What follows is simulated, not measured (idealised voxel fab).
Name of the process module below: voxel wiring stack
Cross-sectional view cut (width: 170 nm; square cell size: 5 nm).
Cross-section = grid of square cells, listed top down in bands; band = one or more rows.
What a band's entry tells you: where the top is and where the bottom is, as heights in nm, and after that what lies inside, material by material from left to right, each with its width in nm. Empty space is written as the word "air", and a single material marked with the word "full width" occupies the band from edge to edge.
Ref level 0: as-received wafer is one material below here. Bottom band extends down with no lower bound ("0 -> down").
Think of "30->40" as a width that walks from the first number to the second as you go down the band, top row to bottom row, taking equal-sized steps from row to row.
Where a step carries "nothing different", the cross-section came out of it unchanged, cell for cell.
"Enclosed internal cavities": sealed empty spaces, 8 cells or more, no open way to top, listed width x height at distance, with distance from the left edge and width, height and distance in nm.
Anything after a step's settings on that line? It's the simulator's own note about the step.
"overlay nm" on a masked step: distance the mask lay right of its planned place, negative for left.
The planned process steps are enumerated hereunder
- 1: RECEIVE (material Si)
- 2: CONFORMAL_DEP (material SiO2; thk nm 10)
- 3: DIRECTIONAL_DEP (material TiN; thk nm 5)
- 4: DIRECTIONAL_DEP (material W; thk nm 20)
- 5: PATTERN (tone cover; mask id METAL_1; material resist; width nm 20; pitch nm 35; thk nm 15; overlay nm 0)
- 6: DIRECTIONAL_ETCH (etch materials W; depth nm 20)
- 7: DIRECTIONAL_ETCH (etch materials TiN; depth nm 5)
- 8: STRIP (etch materials resist)
- 9: CONFORMAL_DEP (material SiN; thk nm 5)
- 10: FILL_DEP (material lowk; thk nm 10)
- 11: CMP (height nm 35)
- 12: CONFORMAL_DEP (material SiCN; thk nm 5)
- 13: DIRECTIONAL_DEP (material SiO2; thk nm 10)
- 14: DIRECTIONAL_DEP (material aC; thk nm 10)
- 15: PATTERN (tone open; mask id PLUG_1; material resist; width nm 15; pitch nm 35; thk nm 25; overlay nm 0)
- 16: DIRECTIONAL_ETCH (etch materials aC; depth nm 10)
- 17: STRIP (etch materials resist)
- 18: DIRECTIONAL_ETCH (etch materials SiO2; depth nm 10)
- 19: DIRECTIONAL_ETCH (etch materials SiCN; depth nm 5)
- 20: STRIP (etch materials aC)
- 21: CONFORMAL_DEP (material TiN; thk nm 5)
- 22: FILL_DEP (material Ru; thk nm 5)
- 23: CMP (height nm 50)
- 24: DIRECTIONAL_DEP (material TiN; thk nm 5)
- 25: DIRECTIONAL_DEP (material Ru; thk nm 15)
- 26: MASKED_ETCH (tone cover; mask id METAL_2; width nm 20; pitch nm 35; etch materials Ru; depth nm 15; overlay nm 0)
- 27: MASKED_ETCH (tone cover; mask id METAL_2; width nm 20; pitch nm 35; etch materials TiN; depth nm 5; overlay nm 0)
- 28: FILL_DEP (material SiO2; thk nm 5)
- 29: CMP (height nm 70)
- 30: CONFORMAL_DEP (material SiCN; thk nm 5)
- 31: DIRECTIONAL_DEP (material SiO2; thk nm 20)
- 32: DIRECTIONAL_DEP (material aC; thk nm 15)
- 33: PATTERN (tone open; mask id PLUG_2; material resist; width nm 15; pitch nm 35; thk nm 35; overlay nm 0)
- 34: DIRECTIONAL_ETCH (etch materials aC; depth nm 15)
- 35: STRIP (etch materials resist)
- 36: DIRECTIONAL_ETCH (etch materials SiO2; depth nm 20)
- 37: DIRECTIONAL_ETCH (etch materials SiCN; depth nm 5)
- 38: STRIP (etch materials aC)
- 39: CONFORMAL_DEP (material TiN; thk nm 5)
- 40: FILL_DEP (material Ru; thk nm 5)
- 41: CMP (height nm 95)
- 42: DIRECTIONAL_DEP (material TiN; thk nm 5)
- 43: DIRECTIONAL_DEP (material W; thk nm 15)
- 44: MASKED_ETCH (tone cover; mask id METAL_3; width nm 20; pitch nm 35; etch materials W; depth nm 15; overlay nm 0)
- 45: MASKED_ETCH (tone cover; mask id METAL_3; width nm 20; pitch nm 35; etch materials TiN; depth nm 5; overlay nm 0)
- 46: FILL_DEP (material SiO2; thk nm 10)
- 47: CMP (height nm 115)
- 48: CONFORMAL_DEP (material SiN; thk nm 5)
As received, after step 1
- 0 -> down  Si full width
- Enclosed internal cavities: none
Below is the wafer in cross-section after the module was completed. It began from the starting point shown above and followed the plan shown above, except that one mistake was made while running it
- 120 -> 115  SiN full width
- 115 -> 100  SiO2 55 nm  W 20 nm  SiO2 15 nm  W 20 nm  SiO2 60 nm
- 100 -> 95  SiO2 55 nm  TiN 20 nm  SiO2 15 nm  TiN 20 nm  SiO2 60 nm
- 95 -> 90  Ru full width
- 90 -> 85  TiN 60 nm  Ru 5 nm  TiN 30 nm  Ru 5 nm  TiN 70 nm
- 85 -> 65  SiO2 55 nm  TiN 5 nm  Ru 5 nm  TiN 5 nm  SiO2 20 nm  TiN 5 nm  Ru 5 nm  TiN 5 nm  SiO2 65 nm
- 65 -> 60  SiCN 55 nm  TiN 15 nm  SiCN 20 nm  TiN 15 nm  SiCN 65 nm
- 60 -> 55  SiO2 55 nm  Ru 20 nm  SiO2 15 nm  Ru 20 nm  SiO2 60 nm
- 55 -> 50  SiO2 55 nm  TiN 20 nm  SiO2 15 nm  TiN 20 nm  SiO2 60 nm
- 50 -> 40  SiO2 55 nm  TiN 5 nm  Ru 5 nm  TiN 5 nm  SiO2 20 nm  TiN 5 nm  Ru 5 nm  TiN 5 nm  SiO2 65 nm
- 40 -> 35  SiCN 55 nm  TiN 15 nm  SiCN 20 nm  TiN 15 nm  SiCN 65 nm
- 35 -> 15  lowk 50 nm  SiN 5 nm  W 20 nm  SiN 5 nm  lowk 5 nm  SiN 5 nm  W 20 nm  SiN 5 nm  lowk 55 nm
- 15 -> 10  SiN 55 nm  TiN 20 nm  SiN 15 nm  TiN 20 nm  SiN 60 nm
- 10 -> 0  SiO2 full width
- 0 -> down  Si full width
- Enclosed internal cavities: none
Which mistake was made when the wafer was run? step 29 off recipe, ran as CMP (height nm 60)
